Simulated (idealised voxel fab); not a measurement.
process module | voxel capacitor over wiring
cross-section cut | 225 nm wide | cells 5 nm
A cross-section is a grid of square cells, given in bands from the top down. A band is one or more rows of cells.
Each band's line starts with the height of the band's top and of its bottom, in nm. Then come its materials from left to right, each with its width in nm. One material with "throughout" fills the band from edge to edge. "air" is empty space.
Height 0 is the level under which the wafer as received is all one material. The lowest band goes on downwards, as in "0 down".
A width such as "30 to 40" changes by the same amount from each row of cells to the next, from the band's top row to its bottom row.
"no change" after a step means that no cell of the cross-section changed.
closed voids: empty space of 8 cells or more with no open way to the top, each as width x height at its distance from the left edge, in nm
after a step's settings: what the simulator itself notes on the step
overlay nm, on a step with a mask: how far to the right of its planned place the mask lay; to the left if negative
plan
1 op RECEIVE | material Si
2 op CONFORMAL_DEP | material SiO2 | thk nm 15
3 op CONFORMAL_DEP | material SiN | thk nm 5
4 op DIRECTIONAL_DEP | material SiO2 | thk nm 25
5 op DIRECTIONAL_DEP | material aC | thk nm 10
6 op PATTERN | tone open | mask id METAL_1 | material resist | width nm 25 | pitch nm 85 | thk nm 30 | overlay nm 0
7 op DIRECTIONAL_ETCH | etch materials aC | depth nm 10
8 op STRIP | etch materials resist
9 op DIRECTIONAL_ETCH | etch materials SiO2 | depth nm 25
10 op DIRECTIONAL_ETCH | etch materials SiN | depth nm 5
11 op STRIP | etch materials aC
12 op CONFORMAL_DEP | material TiN | thk nm 5
13 op FILL_DEP | material Ru | thk nm 5
14 op CMP | height nm 45
15 op EPI | material Ru | thk nm 5
16 op FILL_DEP | material SiCN | thk nm 5
17 op DIRECTIONAL_DEP | material SiO2 | thk nm 15
18 op MASKED_ETCH | tone open | mask id PLUG_1 | width nm 15 | etch materials SiO2 | depth nm 15 | overlay nm 0
19 op MASKED_ETCH | tone open | mask id PLUG_1 | width nm 15 | etch materials SiCN | depth nm 5 | overlay nm 0
20 op CONFORMAL_DEP | material TiN | thk nm 5
21 op FILL_DEP | material W | thk nm 10
22 op CMP | height nm 70
23 op DIRECTIONAL_DEP | material TiN | thk nm 10
24 op DIRECTIONAL_DEP | material Al2O3 | thk nm 5
25 op DIRECTIONAL_DEP | material TiN | thk nm 10
26 op PATTERN | tone cover | mask id UPPER_PLATE | material resist | width nm 65 | thk nm 15 | overlay nm 0
27 op DIRECTIONAL_ETCH | etch materials TiN | depth nm 10
28 op DIRECTIONAL_ETCH | etch materials Al2O3 | depth nm 5
29 op STRIP | etch materials resist
30 op DIRECTIONAL_DEP | material aC | thk nm 15
31 op PATTERN | tone cover | mask id LOWER_PLATE | material resist | width nm 75 | thk nm 30 | overlay nm 0
32 op DIRECTIONAL_ETCH | etch materials aC | depth nm 15
33 op STRIP | etch materials resist
34 op DIRECTIONAL_ETCH | etch materials TiN | depth nm 10
35 op STRIP | etch materials aC
36 op FILL_DEP | material SiO2 | thk nm 15
37 op CMP | height nm 105
38 op PATTERN | tone open | mask id PLUG_2 | material resist | width nm 15 | thk nm 20 | overlay nm 0
39 op DIRECTIONAL_ETCH | etch materials SiO2 | depth nm 10
40 op STRIP | etch materials resist
41 op CONFORMAL_DEP | material TiN | thk nm 5
42 op FILL_DEP | material Cu | thk nm 10
43 op CMP | height nm 105
44 op CONFORMAL_DEP | material SiCN | thk nm 5
as received, after step 1
  0 down: Si throughout
  closed voids: none
first wafer at the end, as planned
  110 to 105: SiCN throughout
  105 to 100: SiO2 75 | TiN 5 | Cu 5 | TiN 5 | SiO2 135
  100 to 95: SiO2 75 | TiN 15 | SiO2 135
  95 to 85: SiO2 65 | TiN 65 | SiO2 95
  85 to 80: SiO2 65 | Al2O3 65 | SiO2 95
  80 to 70: SiO2 60 | TiN 75 | SiO2 90
  70 to 55: SiO2 65 | TiN 5 | W 5 | TiN 5 | SiO2 145
  55 to 50: SiCN 65 | TiN 15 | SiCN 145
  50 to 45: SiCN 50 | Ru 35 | SiCN 50 | Ru 35 | SiCN 55
  45 to 20: SiO2 55 | TiN 5 | Ru 15 | TiN 5 | SiO2 60 | TiN 5 | Ru 15 | TiN 5 | SiO2 60
  20 to 15: SiN 55 | TiN 25 | SiN 60 | TiN 25 | SiN 60
  15 to 0: SiO2 throughout
  0 down: Si throughout
  closed voids: none
second wafer at the end: like start, like plan, one mistake
  110 to 105: SiCN throughout
  105 to 100: SiO2 75 | TiN 5 | Cu 5 | TiN 5 | SiO2 135
  100 to 95: SiO2 75 | TiN 15 | SiO2 135
  95 to 90: SiO2 throughout
  90 to 80: SiO2 65 | TiN 65 | SiO2 95
  80 to 75: SiO2 65 | Al2O3 65 | SiO2 95
  75 to 65: SiO2 60 | TiN 75 | SiO2 90
  65 to 55: SiO2 65 | TiN 5 | W 5 | TiN 5 | SiO2 145
  55 to 50: SiCN 65 | TiN 15 | SiCN 145
  50 to 45: SiCN 50 | Ru 35 | SiCN 50 | Ru 35 | SiCN 55
  45 to 20: SiO2 55 | TiN 5 | Ru 15 | TiN 5 | SiO2 60 | TiN 5 | Ru 15 | TiN 5 | SiO2 60
  20 to 15: SiN 55 | TiN 25 | SiN 60 | TiN 25 | SiN 60
  15 to 0: SiO2 throughout
  0 down: Si throughout
  closed voids: none
what went wrong: step 22 ran as: op CMP | height nm 65
at the end the second wafer has, in cells: 3 more of SiO2 | 2 fewer of TiN | 1 fewer of W
